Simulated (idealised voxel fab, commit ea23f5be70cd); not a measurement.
The document below concerns the process module designated voxel double patterning.
260 nm wide, 5 nm square cells: that's cross-section cut.
Square cells in a grid make up a cross-section in this document, and the grid is given as bands, listed from the top down, each one or more rows of cells. Read a band's entry like this: the first values are the height of its top and the height of its bottom in nm, and what follows is the sequence of materials from left to right, each with its width in nm. Note that "air" is empty space, and that a single material marked "full width" reaches across the band from edge to edge. Heights are expressed relative to 0, this being the level below which the as-received wafer comprises one material exclusively. The lowest band is unbounded in the downward direction and is denoted as in "0 nm and below". Read "30..40" as a graded width: first number on top, second number at the bottom, same change between each pair of neighbouring rows. No cell of the cross-section changed in a step that is given as "nothing different". This entry, "Enclosed cavity list", enumerates those empty regions of no fewer than 8 cells that possess no open connection to the top. Each region is reported in the form width x height at distance, the distance being taken from the left edge, with all three quantities expressed in nm. Anything after a step's settings on that line? It's the simulator's own note about the step. overlay nm, on a step with a mask: how far to the right of its planned place the mask lay; to the left if negative.
-- Planned step list for the process
1,RECEIVE, material Si
2,CONFORMAL_DEP, material SiN, thk nm 5
3,DIRECTIONAL_DEP, material SiO2, thk nm 15
4,DIRECTIONAL_DEP, material SiCN, thk nm 10
5,MASKED_ETCH, tone open, mask id FIRST, width nm 15, pitch nm 50, etch materials SiCN, depth nm 10, overlay nm 0
6,DIRECTIONAL_DEP, material aC, thk nm 15
7,PATTERN, tone open, mask id SECOND, material resist, width nm 15, pitch nm 50, thk nm 35, overlay nm 0
8,DIRECTIONAL_ETCH, etch materials aC, depth nm 15
9,STRIP, etch materials resist
10,DIRECTIONAL_ETCH, etch materials SiCN, depth nm 10
11,STRIP, etch materials aC
12,DIRECTIONAL_ETCH, etch materials SiO2, depth nm 15
13,STRIP, etch materials SiCN
-- Cross-section, incoming material, after step 1
> 0 nm and below: Si full width
> Enclosed cavity list: none
-- Module complete - cross-section of the first of two wafers, run according to plan
> 20 nm to 5 nm: SiO2=70 | air=15 | SiO2=10 | air=15 | SiO2=10 | air=15 | SiO2=10 | air=15 | SiO2=10 | air=15 | SiO2=75
> 5 nm to 0 nm: SiN full width
> 0 nm and below: Si full width
> Enclosed cavity list: none
-- Now the second wafer, cross-sectioned at the end of the module. Nothing different at the start, nothing different in the plan compared with the first, just one mistake when it was actually run
> 20 nm to 15 nm: SiN full width
> 15 nm to 0 nm: SiO2 full width
> 0 nm and below: Si full width
> Enclosed cavity list: none
Which mistake was made when the wafer was run? the executed order of steps 2 and 3 is the reverse of that specified in the plan, each step having taken the other's position
Final difference in cells, second wafer against first, listed per material as more or fewer: 45 more of SiO2
